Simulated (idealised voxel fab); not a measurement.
The name of this process module is voxel released beams.
The cross-section on display is named cut; it measures 185 nm wide, and its cells are 5 nm squares.
The cross-sections in this document take the form of a grid made of square cells. They are written out as bands, in order from top to bottom. Each band consists of one or more rows of cells. For a band, the entry starts with two heights in nm, that of the top and then that of the bottom, and carries on with the band's materials in order from left to right, each alongside its width in nm; the word "throughout" beside a single material means it fills the band edge to edge, and "blank" means empty space. Counting heights begins at 0, where everything beneath is, in the wafer as received, one material. The lowest band has no bottom; it goes on downwards, as "0 -> down" shows. A width such as "30..40" changes by the same amount from each row of cells to the next, from the band's top row to its bottom row. Any step labelled "no change" changed none of the cells in the cross-section. So "Voids, fully enclosed" is basically the list of trapped voids: any empty space of 8 cells or more that can't reach the top through an opening. They're written width x height at distance, the distance being from the left edge, and it's all nm. Formally, on a step line, whatever follows the settings is a remark that the simulator itself makes on the step. overlay nm: where the mask lay relative to plan, measured to the right, on steps with a mask; negatives go left.
# These are the steps we planned for the process
1 RECEIVE [material Si]
2 CONFORMAL_DEP [material Al2O3] [thk nm 5]
3 DIRECTIONAL_DEP [material SiO2] [thk nm 10]
4 DIRECTIONAL_DEP [material aC] [thk nm 10]
5 PATTERN [tone open] [mask id ANCHOR] [material resist] [width nm 35] [thk nm 30] [overlay nm 0]
6 DIRECTIONAL_ETCH [etch materials aC] [depth nm 10]
7 STRIP [etch materials resist]
8 DIRECTIONAL_ETCH [etch materials SiO2] [depth nm 10]
9 STRIP [etch materials aC]
10 CONFORMAL_DEP [material polySi] [thk nm 10]
11 MASKED_ETCH [tone cover] [mask id BEAM] [width nm 95] [etch materials polySi] [depth nm 10] [overlay nm 0]
12 STRIP [etch materials SiO2]
# Incoming wafer in cross-section (state: after step 1)
  0 -> down = Si throughout
  Voids, fully enclosed: none
# End-of-module cross-section of the first of two wafers, processed as planned
  25 -> 15 = blank 40 / polySi 15 / blank 15 / polySi 65 / blank 50
  15 -> 5 = blank 45 / polySi 35 / blank 105
  5 -> 0 = Al2O3 throughout
  0 -> down = Si throughout
  Voids, fully enclosed: none
# Same start, same plan as the first wafer - but one mistake in the run. Cross-section of the second of the two at the end of the module
  20 -> 10 = blank 40 / polySi 15 / blank 15 / polySi 65 / blank 50
  10 -> 0 = blank 45 / polySi 35 / blank 105
  0 -> down = Si throughout
  Voids, fully enclosed: none
Where did the run depart from the plan? no execution of plan step 2; skipped
Per the end-of-run cell counts, the second wafer holds more or fewer of some materials than the first: -37 Al2O3
